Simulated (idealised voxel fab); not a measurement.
Name of the process module below: voxel ribs on slabs
Section cut is 265 nm wide and gridded with 5 nm square cells.
Cross-section layout: square cells on a grid; listed as bands, top to bottom; a band spans one or more cell rows.
Quick guide to a band line: top height, bottom height (nm) up front; then every material left to right with its width in nm. Only one material and it's marked "edge to edge"? Then it fills the band edge to edge. And "air" just means empty space.
A quick word on heights: they are counted from 0, and under that level the wafer as it came to us is one material throughout. The lowest band is different from the rest in having no bottom; it simply continues downward, written as in "from 0 down".
A two-number width, for instance "30 to 40", indicates that the width is equal to the first number in the top row of the band and to the second number in the bottom row, and that it changes by a constant amount per row of cells.
No cell of the cross-section changed in a step that is given as "same as before".
Voids not open to the top, 8 cells minimum: see "Voids, fully enclosed". Written width x height at distance; distance is from the left edge; nm.
after a step's settings: what the simulator itself notes on the step
A step's line can hold "overlay nm"; with a mask on that step, the setting says how far right of the planned place the mask lay, while a negative setting says it lay to the left.
Everything after this point is organized in pairs: a cross-section before one process step, a cross-section after it that shows only as deep as the lowest changed band, and, under the pair, the intervening step with its settings. Because different runs of this module on the same starting wafer can supply different pairs, a pair continues from the pair above it only if its entry headed "Before-step section" says so.
Before-step section:
> from 0 down | Si edge to edge
> Voids, fully enclosed: none
After the Step:
> from 25 to 0 | SiO2 edge to edge
> Note: structure below 0 unchanged.
> Voids, fully enclosed: none
The cross-sections above show the structure before and after this step: op DIRECTIONAL_DEP | material SiO2 | thk nm 25
Before-step section: cross-section not repeated; it is the one shown after the step in the pair just above.
After the Step:
> from 40 to 25 | polySi edge to edge
> Note: structure below 25 unchanged.
> Voids, fully enclosed: none
The cross-sections above show the structure before and after this step: op DIRECTIONAL_DEP | material polySi | thk nm 15
Before-step section: cross-section not repeated; it is the one shown after the step in the pair just above.
After the Step:
> from 60 to 40 | air: 115, resist: 30, air: 120
> Note: structure below 40 unchanged.
> Voids, fully enclosed: none
The cross-sections above show the structure before and after this step: op PATTERN | tone cover | mask id RIB | material resist | width nm 30 | thk nm 20 | overlay nm 0
Before-step section: cross-section not repeated; it is the one shown after the step in the pair just above.
After the Step:
> from 60 to 40 | air: 115, resist: 30, air: 120
> from 40 to 35 | air: 115, polySi: 30, air: 120
> Note: structure below 35 unchanged.
> Voids, fully enclosed: none
The cross-sections above show the structure before and after this step: op DIRECTIONAL_ETCH | etch materials polySi | depth nm 5
Before-step section: cross-section not repeated; it is the one shown after the step in the pair just above.
After the Step:
> from 40 to 35 | air: 115, polySi: 30, air: 120
> Note: structure below 35 unchanged.
> Voids, fully enclosed: none
The cross-sections above show the structure before and after this step: op STRIP | etch materials resist
Before-step section: cross-section not repeated; it is the one shown after the step in the pair just above.
After the Step:
> from 55 to 40 | air: 95, resist: 70, air: 100
> from 40 to 35 | air: 95, resist: 20, polySi: 30, resist: 20, air: 100
> Note: structure below 35 unchanged.
> Voids, fully enclosed: none
The cross-sections above show the structure before and after this step: op PATTERN | tone cover | mask id SLAB | material resist | width nm 70 | thk nm 15 | overlay nm 0
Before-step section: cross-section not repeated; it is the one shown after the step in the pair just above.
After the Step:
> from 55 to 40 | air: 95, resist: 70, air: 100
> from 40 to 35 | air: 95, resist: 20, polySi: 30, resist: 20, air: 100
> from 35 to 25 | air: 95, polySi: 70, air: 100
> Note: structure below 25 unchanged.
> Voids, fully enclosed: none
The cross-sections above show the structure before and after this step: op DIRECTIONAL_ETCH | etch materials polySi | depth nm 10
Before-step section: cross-section not repeated; it is the one shown after the step in the pair just above.
After the Step:
> from 40 to 35 | air: 115, polySi: 30, air: 120
> Note: structure below 35 unchanged.
> Voids, fully enclosed: none
The cross-sections above show the structure before and after this step: op STRIP | etch materials resist
Before-step section: cross-section not repeated; it is the one shown after the step in the pair just above.
After the Step:
> from 55 to 40 | SiO2 edge to edge
> from 40 to 35 | SiO2: 115, polySi: 30, SiO2: 120
> from 35 to 25 | SiO2: 95, polySi: 70, SiO2: 100
> Note: structure below 25 unchanged.
> Voids, fully enclosed: none
The cross-sections above show the structure before and after this step: op FILL_DEP | material SiO2 | thk nm 15
Before-step section: cross-section not repeated; it is the one shown after the step in the pair just above.
After the Step:
> from 50 to 40 | SiO2 edge to edge
> Note: structure below 40 unchanged.
> Voids, fully enclosed: none
The cross-sections above show the structure before and after this step: op CMP | height nm 50
Before-step section: cross-section not repeated; it is the one shown after the step in the pair just above.
After the Step:
> from 55 to 50 | TiN edge to edge
> Note: structure below 50 unchanged.
> Voids, fully enclosed: none
The cross-sections above show the structure before and after this step: op DIRECTIONAL_DEP | material TiN | thk nm 5
Before-step section: cross-section not repeated; it is the one shown after the step in the pair just above.
After the Step:
> from 70 to 55 | aC edge to edge
> Note: structure below 55 unchanged.
> Voids, fully enclosed: none
The cross-sections above show the structure before and after this step: op DIRECTIONAL_DEP | material aC | thk nm 15
Before-step section: cross-section not repeated; it is the one shown after the step in the pair just above.
After the Step:
> from 105 to 70 | air: 110, resist: 40, air: 115
> Note: structure below 70 unchanged.
> Voids, fully enclosed: none
The cross-sections above show the structure before and after this step: op PATTERN | tone cover | mask id HEATER | material resist | width nm 40 | thk nm 35 | overlay nm 0
Before-step section: cross-section not repeated; it is the one shown after the step in the pair just above.
After the Step:
> from 90 to 70 | air: 110, resist: 40, air: 115
> from 70 to 55 | air: 110, aC: 40, air: 115
> Note: structure below 55 unchanged.
> Voids, fully enclosed: none
The cross-sections above show the structure before and after this step: op DIRECTIONAL_ETCH | etch materials aC | depth nm 15
Before-step section: cross-section not repeated; it is the one shown after the step in the pair just above.
After the Step:
> from 70 to 55 | air: 110, aC: 40, air: 115
> Note: structure below 55 unchanged.
> Voids, fully enclosed: none
The cross-sections above show the structure before and after this step: op STRIP | etch materials resist
Before-step section: cross-section not repeated; it is the one shown after the step in the pair just above.
After the Step:
> from 70 to 55 | air: 110, aC: 40, air: 115
> from 55 to 50 | air: 110, TiN: 40, air: 115
> Note: structure below 50 unchanged.
> Voids, fully enclosed: none
The cross-sections above show the structure before and after this step: op DIRECTIONAL_ETCH | etch materials TiN | depth nm 5
Before-step section: cross-section not repeated; it is the one shown after the step in the pair just above.
After the Step:
> from 55 to 50 | air: 110, TiN: 40, air: 115
> Note: structure below 50 unchanged.
> Voids, fully enclosed: none
The cross-sections above show the structure before and after this step: op STRIP | etch materials aC
Before-step section: cross-section not repeated; it is the one shown after the step in the pair just above.
After the Step:
> from 65 to 60 | air: 100, SiO2: 60, air: 105
> from 60 to 55 | SiO2 edge to edge
> from 55 to 50 | SiO2: 110, TiN: 40, SiO2: 115
> Note: structure below 50 unchanged.
> Voids, fully enclosed: none
The cross-sections above show the structure before and after this step: op CONFORMAL_DEP | material SiO2 | thk nm 10
Before-step section:
> from 40 to 25 | polySi edge to edge
> from 25 to 0 | SiO2 edge to edge
> from 0 down | Si edge to edge
> Voids, fully enclosed: none
After the Step:
> from 55 to 25 | polySi edge to edge
> Note: structure below 25 unchanged.
> Voids, fully enclosed: none
The cross-sections above show the structure before and after this step: op DIRECTIONAL_DEP | material polySi | thk nm 15
Before-step section: cross-section not repeated; it is the one shown after the step in the pair just above.
After the Step:
> from 75 to 55 | air: 115, resist: 30, air: 120
> Note: structure below 55 unchanged.
> Voids, fully enclosed: none
The cross-sections above show the structure before and after this step: op PATTERN | tone cover | mask id RIB | material resist | width nm 30 | thk nm 20 | overlay nm 0
Before-step section: cross-section not repeated; it is the one shown after the step in the pair just above.
After the Step:
> from 75 to 55 | air: 115, resist: 30, air: 120
> from 55 to 50 | air: 115, polySi: 30, air: 120
> Note: structure below 50 unchanged.
> Voids, fully enclosed: none
The cross-sections above show the structure before and after this step: op DIRECTIONAL_ETCH | etch materials polySi | depth nm 5
Before-step section: cross-section not repeated; it is the one shown after the step in the pair just above.
After the Step:
> from 55 to 50 | air: 115, polySi: 30, air: 120
> Note: structure below 50 unchanged.
> Voids, fully enclosed: none
The cross-sections above show the structure before and after this step: op STRIP | etch materials resist
Before-step section: cross-section not repeated; it is the one shown after the step in the pair just above.
After the Step:
> from 70 to 55 | air: 95, resist: 70, air: 100
> from 55 to 50 | air: 95, resist: 20, polySi: 30, resist: 20, air: 100
> Note: structure below 50 unchanged.
> Voids, fully enclosed: none
The cross-sections above show the structure before and after this step: op PATTERN | tone cover | mask id SLAB | material resist | width nm 70 | thk nm 15 | overlay nm 0
Before-step section: cross-section not repeated; it is the one shown after the step in the pair just above.
After the Step:
> from 70 to 55 | air: 95, resist: 70, air: 100
> from 55 to 50 | air: 95, resist: 20, polySi: 30, resist: 20, air: 100
> from 50 to 40 | air: 95, polySi: 70, air: 100
> Note: structure below 40 unchanged.
> Voids, fully enclosed: none
The cross-sections above show the structure before and after this step: op DIRECTIONAL_ETCH | etch materials polySi | depth nm 10
Before-step section: cross-section not repeated; it is the one shown after the step in the pair just above.
After the Step:
> from 55 to 50 | air: 115, polySi: 30, air: 120
> Note: structure below 50 unchanged.
> Voids, fully enclosed: none
The cross-sections above show the structure before and after this step: op STRIP | etch materials resist
Before-step section: cross-section not repeated; it is the one shown after the step in the pair just above.
After the Step:
> from 70 to 55 | SiO2 edge to edge
> from 55 to 50 | SiO2: 115, polySi: 30, SiO2: 120
> from 50 to 40 | SiO2: 95, polySi: 70, SiO2: 100
> Note: structure below 40 unchanged.
> Voids, fully enclosed: none
The cross-sections above show the structure before and after this step: op FILL_DEP | material SiO2 | thk nm 15
Before-step section: cross-section not repeated; it is the one shown after the step in the pair just above.
After the Step:
> from 50 to 40 | SiO2: 95, polySi: 70, SiO2: 100
> Note: structure below 40 unchanged.
> Voids, fully enclosed: none
The cross-sections above show the structure before and after this step: op CMP | height nm 50
Before-step section: cross-section not repeated; it is the one shown after the step in the pair just above.
After the Step:
> from 55 to 50 | TiN edge to edge
> Note: structure below 50 unchanged.
> Voids, fully enclosed: none
The cross-sections above show the structure before and after this step: op DIRECTIONAL_DEP | material TiN | thk nm 5
Before-step section: cross-section not repeated; it is the one shown after the step in the pair just above.
After the Step:
> from 70 to 55 | aC edge to edge
> Note: structure below 55 unchanged.
> Voids, fully enclosed: none
The cross-sections above show the structure before and after this step: op DIRECTIONAL_DEP | material aC | thk nm 15
Before-step section: cross-section not repeated; it is the one shown after the step in the pair just above.
After the Step:
> from 105 to 70 | air: 110, resist: 40, air: 115
> Note: structure below 70 unchanged.
> Voids, fully enclosed: none
The cross-sections above show the structure before and after this step: op PATTERN | tone cover | mask id HEATER | material resist | width nm 40 | thk nm 35 | overlay nm 0
Before-step section: cross-section not repeated; it is the one shown after the step in the pair just above.
After the Step:
> from 90 to 70 | air: 110, resist: 40, air: 115
> from 70 to 55 | air: 110, aC: 40, air: 115
> Note: structure below 55 unchanged.
> Voids, fully enclosed: none
The cross-sections above show the structure before and after this step: op DIRECTIONAL_ETCH | etch materials aC | depth nm 15
Before-step section: cross-section not repeated; it is the one shown after the step in the pair just above.
After the Step:
> from 70 to 55 | air: 110, aC: 40, air: 115
> Note: structure below 55 unchanged.
> Voids, fully enclosed: none
The cross-sections above show the structure before and after this step: op STRIP | etch materials resist
Before-step section: cross-section not repeated; it is the one shown after the step in the pair just above.
After the Step:
> from 70 to 55 | air: 110, aC: 40, air: 115
> from 55 to 50 | air: 110, TiN: 40, air: 115
> Note: structure below 50 unchanged.
> Voids, fully enclosed: none
The cross-sections above show the structure before and after this step: op DIRECTIONAL_ETCH | etch materials TiN | depth nm 5
Before-step section: cross-section not repeated; it is the one shown after the step in the pair just above.
After the Step:
> from 55 to 50 | air: 110, TiN: 40, air: 115
> Note: structure below 50 unchanged.
> Voids, fully enclosed: none
The cross-sections above show the structure before and after this step: op STRIP | etch materials aC
Before-step section: cross-section not repeated; it is the one shown after the step in the pair just above.
After the Step:
> from 65 to 60 | air: 100, SiO2: 60, air: 105
> from 60 to 55 | SiO2 edge to edge
> from 55 to 50 | SiO2: 110, TiN: 40, SiO2: 115
> Note: structure below 50 unchanged.
> Voids, fully enclosed: none
The cross-sections above show the structure before and after this step: op CONFORMAL_DEP | material SiO2 | thk nm 10
Before-step section:
> from 0 down | Si edge to edge
> Voids, fully enclosed: none
After the Step:
> from 15 to 0 | polySi edge to edge
> Note: structure below 0 unchanged.
> Voids, fully enclosed: none
The cross-sections above show the structure before and after this step: op DIRECTIONAL_DEP | material polySi | thk nm 15
Before-step section: cross-section not repeated; it is the one shown after the step in the pair just above.
After the Step:
> from 40 to 15 | SiO2 edge to edge
> Note: structure below 15 unchanged.
> Voids, fully enclosed: none
The cross-sections above show the structure before and after this step: op DIRECTIONAL_DEP | material SiO2 | thk nm 25
Before-step section: cross-section not repeated; it is the one shown after the step in the pair just above.
After the Step:
> from 60 to 40 | air: 115, resist: 30, air: 120
> Note: structure below 40 unchanged.
> Voids, fully enclosed: none
The cross-sections above show the structure before and after this step: op PATTERN | tone cover | mask id RIB | material resist | width nm 30 | thk nm 20 | overlay nm 0
Before-step section: cross-section not repeated; it is the one shown after the step in the pair just above.
After the Step:
> from 40 to 15 | SiO2 edge to edge
> Note: structure below 15 unchanged.
> Voids, fully enclosed: none
The cross-sections above show the structure before and after this step: op STRIP | etch materials resist
Before-step section: cross-section not repeated; it is the one shown after the step in the pair just above.
After the Step:
> from 55 to 40 | air: 95, resist: 70, air: 100
> Note: structure below 40 unchanged.
> Voids, fully enclosed: none
The cross-sections above show the structure before and after this step: op PATTERN | tone cover | mask id SLAB | material resist | width nm 70 | thk nm 15 | overlay nm 0
Before-step section: cross-section not repeated; it is the one shown after the step in the pair just above.
After the Step:
> from 40 to 15 | SiO2 edge to edge
> Note: structure below 15 unchanged.
> Voids, fully enclosed: none
The cross-sections above show the structure before and after this step: op STRIP | etch materials resist
Before-step section: cross-section not repeated; it is the one shown after the step in the pair just above.
After the Step:
> from 55 to 15 | SiO2 edge to edge
> Note: structure below 15 unchanged.
> Voids, fully enclosed: none
The cross-sections above show the structure before and after this step: op FILL_DEP | material SiO2 | thk nm 15
Before-step section: cross-section not repeated; it is the one shown after the step in the pair just above.
After the Step:
> from 50 to 15 | SiO2 edge to edge
> Note: structure below 15 unchanged.
> Voids, fully enclosed: none
The cross-sections above show the structure before and after this step: op CMP | height nm 50
Before-step section: cross-section not repeated; it is the one shown after the step in the pair just above.
After the Step:
> from 55 to 50 | TiN edge to edge
> Note: structure below 50 unchanged.
> Voids, fully enclosed: none
The cross-sections above show the structure before and after this step: op DIRECTIONAL_DEP | material TiN | thk nm 5
Before-step section: cross-section not repeated; it is the one shown after the step in the pair just above.
After the Step:
> from 70 to 55 | aC edge to edge
> Note: structure below 55 unchanged.
> Voids, fully enclosed: none
The cross-sections above show the structure before and after this step: op DIRECTIONAL_DEP | material aC | thk nm 15
Before-step section: cross-section not repeated; it is the one shown after the step in the pair just above.
After the Step:
> from 105 to 70 | air: 110, resist: 40, air: 115
> Note: structure below 70 unchanged.
> Voids, fully enclosed: none
The cross-sections above show the structure before and after this step: op PATTERN | tone cover | mask id HEATER | material resist | width nm 40 | thk nm 35 | overlay nm 0
Before-step section: cross-section not repeated; it is the one shown after the step in the pair just above.
After the Step:
> from 90 to 70 | air: 110, resist: 40, air: 115
> from 70 to 55 | air: 110, aC: 40, air: 115
> Note: structure below 55 unchanged.
> Voids, fully enclosed: none
The cross-sections above show the structure before and after this step: op DIRECTIONAL_ETCH | etch materials aC | depth nm 15
Before-step section: cross-section not repeated; it is the one shown after the step in the pair just above.
After the Step:
> from 70 to 55 | air: 110, aC: 40, air: 115
> Note: structure below 55 unchanged.
> Voids, fully enclosed: none
The cross-sections above show the structure before and after this step: op STRIP | etch materials resist
Before-step section: cross-section not repeated; it is the one shown after the step in the pair just above.
After the Step:
> from 70 to 55 | air: 110, aC: 40, air: 115
> from 55 to 50 | air: 110, TiN: 40, air: 115
> Note: structure below 50 unchanged.
> Voids, fully enclosed: none
The cross-sections above show the structure before and after this step: op DIRECTIONAL_ETCH | etch materials TiN | depth nm 5
Before-step section: cross-section not repeated; it is the one shown after the step in the pair just above.
After the Step:
> from 55 to 50 | air: 110, TiN: 40, air: 115
> Note: structure below 50 unchanged.
> Voids, fully enclosed: none
The cross-sections above show the structure before and after this step: op STRIP | etch materials aC
Before-step section: cross-section not repeated; it is the one shown after the step in the pair just above.
After the Step:
> from 65 to 60 | air: 100, SiO2: 60, air: 105
> from 60 to 55 | SiO2 edge to edge
> from 55 to 50 | SiO2: 110, TiN: 40, SiO2: 115
> Note: structure below 50 unchanged.
> Voids, fully enclosed: none
The cross-sections above show the structure before and after this step: op CONFORMAL_DEP | material SiO2 | thk nm 10
Before-step section:
> from 55 to 50 | air: 110, TiN: 40, air: 115
> from 50 to 40 | SiO2 edge to edge
> from 40 to 35 | SiO2: 115, polySi: 30, SiO2: 120
> from 35 to 25 | SiO2: 95, polySi: 70, SiO2: 100
> from 25 to 0 | SiO2 edge to edge
> from 0 down | Si edge to edge
> Voids, fully enclosed: none
After the Step:
> from 70 to 65 | air: 95, SiO2: 70, air: 100
> from 65 to 55 | SiO2 edge to edge
> from 55 to 50 | SiO2: 110, TiN: 40, SiO2: 115
> Note: structure below 50 unchanged.
> Voids, fully enclosed: none
The cross-sections above show the structure before and after this step: op CONFORMAL_DEP | material SiO2 | thk nm 15
Before-step section:
> from 40 to 25 | polySi edge to edge
> from 25 to 0 | SiO2 edge to edge
> from 0 down | Si edge to edge
> Voids, fully enclosed: none
After the Step:
> from 60 to 40 | air: 120, resist: 20, air: 125
> Note: structure below 40 unchanged.
> Voids, fully enclosed: none
The cross-sections above show the structure before and after this step: op PATTERN | tone cover | mask id RIB | material resist | width nm 20 | thk nm 20 | overlay nm 0
Before-step section: cross-section not repeated; it is the one shown after the step in the pair just above.
After the Step:
> from 60 to 40 | air: 120, resist: 20, air: 125
> from 40 to 35 | air: 120, polySi: 20, air: 125
> Note: structure below 35 unchanged.
> Voids, fully enclosed: none
The cross-sections above show the structure before and after this step: op DIRECTIONAL_ETCH | etch materials polySi | depth nm 5
Before-step section: cross-section not repeated; it is the one shown after the step in the pair just above.
After the Step:
> from 40 to 35 | air: 120, polySi: 20, air: 125
> Note: structure below 35 unchanged.
> Voids, fully enclosed: none
The cross-sections above show the structure before and after this step: op STRIP | etch materials resist
Before-step section: cross-section not repeated; it is the one shown after the step in the pair just above.
After the Step:
> from 55 to 40 | air: 95, resist: 70, air: 100
> from 40 to 35 | air: 95, resist: 25, polySi: 20, resist: 25, air: 100
> Note: structure below 35 unchanged.
> Voids, fully enclosed: none
The cross-sections above show the structure before and after this step: op PATTERN | tone cover | mask id SLAB | material resist | width nm 70 | thk nm 15 | overlay nm 0
Before-step section: cross-section not repeated; it is the one shown after the step in the pair just above.
After the Step:
> from 55 to 40 | air: 95, resist: 70, air: 100
> from 40 to 35 | air: 95, resist: 25, polySi: 20, resist: 25, air: 100
> from 35 to 25 | air: 95, polySi: 70, air: 100
> Note: structure below 25 unchanged.
> Voids, fully enclosed: none
The cross-sections above show the structure before and after this step: op DIRECTIONAL_ETCH | etch materials polySi | depth nm 10
Before-step section: cross-section not repeated; it is the one shown after the step in the pair just above.
After the Step:
> from 40 to 35 | air: 120, polySi: 20, air: 125
> Note: structure below 35 unchanged.
> Voids, fully enclosed: none
The cross-sections above show the structure before and after this step: op STRIP | etch materials resist
Before-step section: cross-section not repeated; it is the one shown after the step in the pair just above.
After the Step:
> from 55 to 40 | SiO2 edge to edge
> from 40 to 35 | SiO2: 120, polySi: 20, SiO2: 125
> from 35 to 25 | SiO2: 95, polySi: 70, SiO2: 100
> Note: structure below 25 unchanged.
> Voids, fully enclosed: none
The cross-sections above show the structure before and after this step: op FILL_DEP | material SiO2 | thk nm 15
Before-step section: cross-section not repeated; it is the one shown after the step in the pair just above.
After the Step:
> from 50 to 40 | SiO2 edge to edge
> Note: structure below 40 unchanged.
> Voids, fully enclosed: none
The cross-sections above show the structure before and after this step: op CMP | height nm 50
Before-step section: cross-section not repeated; it is the one shown after the step in the pair just above.
After the Step:
> from 55 to 50 | TiN edge to edge
> Note: structure below 50 unchanged.
> Voids, fully enclosed: none
The cross-sections above show the structure before and after this step: op DIRECTIONAL_DEP | material TiN | thk nm 5
Before-step section: cross-section not repeated; it is the one shown after the step in the pair just above.
After the Step:
> from 70 to 55 | aC edge to edge
> Note: structure below 55 unchanged.
> Voids, fully enclosed: none
The cross-sections above show the structure before and after this step: op DIRECTIONAL_DEP | material aC | thk nm 15
Before-step section: cross-section not repeated; it is the one shown after the step in the pair just above.
After the Step:
> from 105 to 70 | air: 110, resist: 40, air: 115
> Note: structure below 70 unchanged.
> Voids, fully enclosed: none
The cross-sections above show the structure before and after this step: op PATTERN | tone cover | mask id HEATER | material resist | width nm 40 | thk nm 35 | overlay nm 0
Before-step section: cross-section not repeated; it is the one shown after the step in the pair just above.
After the Step:
> from 90 to 70 | air: 110, resist: 40, air: 115
> from 70 to 55 | air: 110, aC: 40, air: 115
> Note: structure below 55 unchanged.
> Voids, fully enclosed: none
The cross-sections above show the structure before and after this step: op DIRECTIONAL_ETCH | etch materials aC | depth nm 15
Before-step section: cross-section not repeated; it is the one shown after the step in the pair just above.
After the Step:
> from 70 to 55 | air: 110, aC: 40, air: 115
> Note: structure below 55 unchanged.
> Voids, fully enclosed: none
The cross-sections above show the structure before and after this step: op STRIP | etch materials resist
Before-step section: cross-section not repeated; it is the one shown after the step in the pair just above.
After the Step:
> from 70 to 55 | air: 110, aC: 40, air: 115
> from 55 to 50 | air: 110, TiN: 40, air: 115
> Note: structure below 50 unchanged.
> Voids, fully enclosed: none
The cross-sections above show the structure before and after this step: op DIRECTIONAL_ETCH | etch materials TiN | depth nm 5
Before-step section: cross-section not repeated; it is the one shown after the step in the pair just above.
After the Step:
> from 55 to 50 | air: 110, TiN: 40, air: 115
> Note: structure below 50 unchanged.
> Voids, fully enclosed: none
The cross-sections above show the structure before and after this step: op STRIP | etch materials aC
Before-step section: cross-section not repeated; it is the one shown after the step in the pair just above.
After the Step:
> from 65 to 60 | air: 100, SiO2: 60, air: 105
> from 60 to 55 | SiO2 edge to edge
> from 55 to 50 | SiO2: 110, TiN: 40, SiO2: 115
> Note: structure below 50 unchanged.
> Voids, fully enclosed: none
The cross-sections above show the structure before and after this step: op CONFORMAL_DEP | material SiO2 | thk nm 10
Before-step section:
> from 40 to 25 | polySi edge to edge
> from 25 to 0 | SiO2 edge to edge
> from 0 down | Si edge to edge
> Voids, fully enclosed: none
After the Step:
> from 60 to 40 | air: 110, resist: 30, air: 125
> Note: structure below 40 unchanged.
> Voids, fully enclosed: none
The cross-sections above show the structure before and after this step: op PATTERN | tone cover | mask id RIB | material resist | width nm 30 | thk nm 20 | overlay nm -5
Before-step section: cross-section not repeated; it is the one shown after the step in the pair just above.
After the Step:
> from 60 to 40 | air: 110, resist: 30, air: 125
> from 40 to 35 | air: 110, polySi: 30, air: 125
> Note: structure below 35 unchanged.
> Voids, fully enclosed: none
The cross-sections above show the structure before and after this step: op DIRECTIONAL_ETCH | etch materials polySi | depth nm 5
Before-step section: cross-section not repeated; it is the one shown after the step in the pair just above.
After the Step:
> from 40 to 35 | air: 110, polySi: 30, air: 125
> Note: structure below 35 unchanged.
> Voids, fully enclosed: none
The cross-sections above show the structure before and after this step: op STRIP | etch materials resist
Before-step section: cross-section not repeated; it is the one shown after the step in the pair just above.
After the Step:
> from 55 to 40 | air: 95, resist: 70, air: 100
> from 40 to 35 | air: 95, resist: 15, polySi: 30, resist: 25, air: 100
> Note: structure below 35 unchanged.
> Voids, fully enclosed: none
The cross-sections above show the structure before and after this step: op PATTERN | tone cover | mask id SLAB | material resist | width nm 70 | thk nm 15 | overlay nm 0
Before-step section: cross-section not repeated; it is the one shown after the step in the pair just above.
After the Step:
> from 55 to 40 | air: 95, resist: 70, air: 100
> from 40 to 35 | air: 95, resist: 15, polySi: 30, resist: 25, air: 100
> from 35 to 25 | air: 95, polySi: 70, air: 100
> Note: structure below 25 unchanged.
> Voids, fully enclosed: none
The cross-sections above show the structure before and after this step: op DIRECTIONAL_ETCH | etch materials polySi | depth nm 10
Before-step section: cross-section not repeated; it is the one shown after the step in the pair just above.
After the Step:
> from 40 to 35 | air: 110, polySi: 30, air: 125
> Note: structure below 35 unchanged.
> Voids, fully enclosed: none
The cross-sections above show the structure before and after this step: op STRIP | etch materials resist
Before-step section: cross-section not repeated; it is the one shown after the step in the pair just above.
After the Step:
> from 55 to 40 | SiO2 edge to edge
> from 40 to 35 | SiO2: 110, polySi: 30, SiO2: 125
> from 35 to 25 | SiO2: 95, polySi: 70, SiO2: 100
> Note: structure below 25 unchanged.
> Voids, fully enclosed: none
The cross-sections above show the structure before and after this step: op FILL_DEP | material SiO2 | thk nm 15
Before-step section: cross-section not repeated; it is the one shown after the step in the pair just above.
After the Step:
> from 50 to 40 | SiO2 edge to edge
> Note: structure below 40 unchanged.
> Voids, fully enclosed: none
The cross-sections above show the structure before and after this step: op CMP | height nm 50
Before-step section: cross-section not repeated; it is the one shown after the step in the pair just above.
After the Step:
> from 55 to 50 | TiN edge to edge
> Note: structure below 50 unchanged.
> Voids, fully enclosed: none
The cross-sections above show the structure before and after this step: op DIRECTIONAL_DEP | material TiN | thk nm 5
Before-step section: cross-section not repeated; it is the one shown after the step in the pair just above.
After the Step:
> from 70 to 55 | aC edge to edge
> Note: structure below 55 unchanged.
> Voids, fully enclosed: none
The cross-sections above show the structure before and after this step: op DIRECTIONAL_DEP | material aC | thk nm 15
Before-step section: cross-section not repeated; it is the one shown after the step in the pair just above.
After the Step:
> from 105 to 70 | air: 110, resist: 40, air: 115
> Note: structure below 70 unchanged.
> Voids, fully enclosed: none
The cross-sections above show the structure before and after this step: op PATTERN | tone cover | mask id HEATER | material resist | width nm 40 | thk nm 35 | overlay nm 0
Before-step section: cross-section not repeated; it is the one shown after the step in the pair just above.
After the Step:
> from 90 to 70 | air: 110, resist: 40, air: 115
> from 70 to 55 | air: 110, aC: 40, air: 115
> Note: structure below 55 unchanged.
> Voids, fully enclosed: none
The cross-sections above show the structure before and after this step: op DIRECTIONAL_ETCH | etch materials aC | depth nm 15
Before-step section: cross-section not repeated; it is the one shown after the step in the pair just above.
After the Step:
> from 70 to 55 | air: 110, aC: 40, air: 115
> Note: structure below 55 unchanged.
> Voids, fully enclosed: none
The cross-sections above show the structure before and after this step: op STRIP | etch materials resist
Before-step section: cross-section not repeated; it is the one shown after the step in the pair just above.
After the Step:
> from 70 to 55 | air: 110, aC: 40, air: 115
> from 55 to 50 | air: 110, TiN: 40, air: 115
> Note: structure below 50 unchanged.
> Voids, fully enclosed: none
The cross-sections above show the structure before and after this step: op DIRECTIONAL_ETCH | etch materials TiN | depth nm 5
Before-step section: cross-section not repeated; it is the one shown after the step in the pair just above.
After the Step:
> from 55 to 50 | air: 110, TiN: 40, air: 115
> Note: structure below 50 unchanged.
> Voids, fully enclosed: none
The cross-sections above show the structure before and after this step: op STRIP | etch materials aC
Before-step section: cross-section not repeated; it is the one shown after the step in the pair just above.
After the Step:
> from 65 to 60 | air: 100, SiO2: 60, air: 105
> from 60 to 55 | SiO2 edge to edge
> from 55 to 50 | SiO2: 110, TiN: 40, SiO2: 115
> Note: structure below 50 unchanged.
> Voids, fully enclosed: none
The cross-sections above show the structure before and after this step: op CONFORMAL_DEP | material SiO2 | thk nm 10
Before-step section:
> from 55 to 50 | air: 110, TiN: 40, air: 115
> from 50 to 40 | SiO2 edge to edge
> from 40 to 35 | SiO2: 115, polySi: 30, SiO2: 120
> from 35 to 25 | SiO2: 95, polySi: 70, SiO2: 100
> from 25 to 0 | SiO2 edge to edge
> from 0 down | Si edge to edge
> Voids, fully enclosed: none
After the Step:
> from 65 to 60 | air: 100, TiN: 60, air: 105
> from 60 to 50 | TiN edge to edge
> Note: structure below 50 unchanged.
> Voids, fully enclosed: none
The cross-sections above show the structure before and after this step: op CONFORMAL_DEP | material TiN | thk nm 10
Before-step section:
> from 40 to 25 | polySi edge to edge
> from 25 to 0 | SiO2 edge to edge
> from 0 down | Si edge to edge
> Voids, fully enclosed: none
After the Step:
> from 60 to 40 | resist: 115, air: 30, resist: 120
> Note: structure below 40 unchanged.
> Voids, fully enclosed: none
The cross-sections above show the structure before and after this step: op PATTERN | tone open | mask id RIB | material resist | width nm 30 | thk nm 20 | overlay nm 0
Before-step section: cross-section not repeated; it is the one shown after the step in the pair just above.
After the Step:
> from 60 to 40 | resist: 115, air: 30, resist: 120
> from 40 to 35 | polySi: 115, air: 30, polySi: 120
> Note: structure below 35 unchanged.
> Voids, fully enclosed: none
The cross-sections above show the structure before and after this step: op DIRECTIONAL_ETCH | etch materials polySi | depth nm 5
Before-step section: cross-section not repeated; it is the one shown after the step in the pair just above.
After the Step:
> from 40 to 35 | polySi: 115, air: 30, polySi: 120
> Note: structure below 35 unchanged.
> Voids, fully enclosed: none
The cross-sections above show the structure before and after this step: op STRIP | etch materials resist
Before-step section: cross-section not repeated; it is the one shown after the step in the pair just above.
After the Step:
> from 55 to 40 | air: 95, resist: 70, air: 100
> from 40 to 35 | polySi: 115, resist: 30, polySi: 120
> Note: structure below 35 unchanged.
> Voids, fully enclosed: none
The cross-sections above show the structure before and after this step: op PATTERN | tone cover | mask id SLAB | material resist | width nm 70 | thk nm 15 | overlay nm 0
Before-step section: cross-section not repeated; it is the one shown after the step in the pair just above.
After the Step:
> from 55 to 40 | air: 95, resist: 70, air: 100
> from 40 to 35 | air: 95, polySi: 20, resist: 30, polySi: 20, air: 100
> from 35 to 30 | air: 95, polySi: 70, air: 100
> Note: structure below 30 unchanged.
> Voids, fully enclosed: none
The cross-sections above show the structure before and after this step: op DIRECTIONAL_ETCH | etch materials polySi | depth nm 10
Before-step section: cross-section not repeated; it is the one shown after the step in the pair just above.
After the Step:
> from 40 to 35 | air: 95, polySi: 20, air: 30, polySi: 20, air: 100
> Note: structure below 35 unchanged.
> Voids, fully enclosed: none
The cross-sections above show the structure before and after this step: op STRIP | etch materials resist
Before-step section: cross-section not repeated; it is the one shown after the step in the pair just above.
After the Step:
> from 55 to 40 | SiO2 edge to edge
> from 40 to 35 | SiO2: 95, polySi: 20, SiO2: 30, polySi: 20, SiO2: 100
> from 35 to 30 | SiO2: 95, polySi: 70, SiO2: 100
> Note: structure below 30 unchanged.
> Voids, fully enclosed: none
The cross-sections above show the structure before and after this step: op FILL_DEP | material SiO2 | thk nm 15
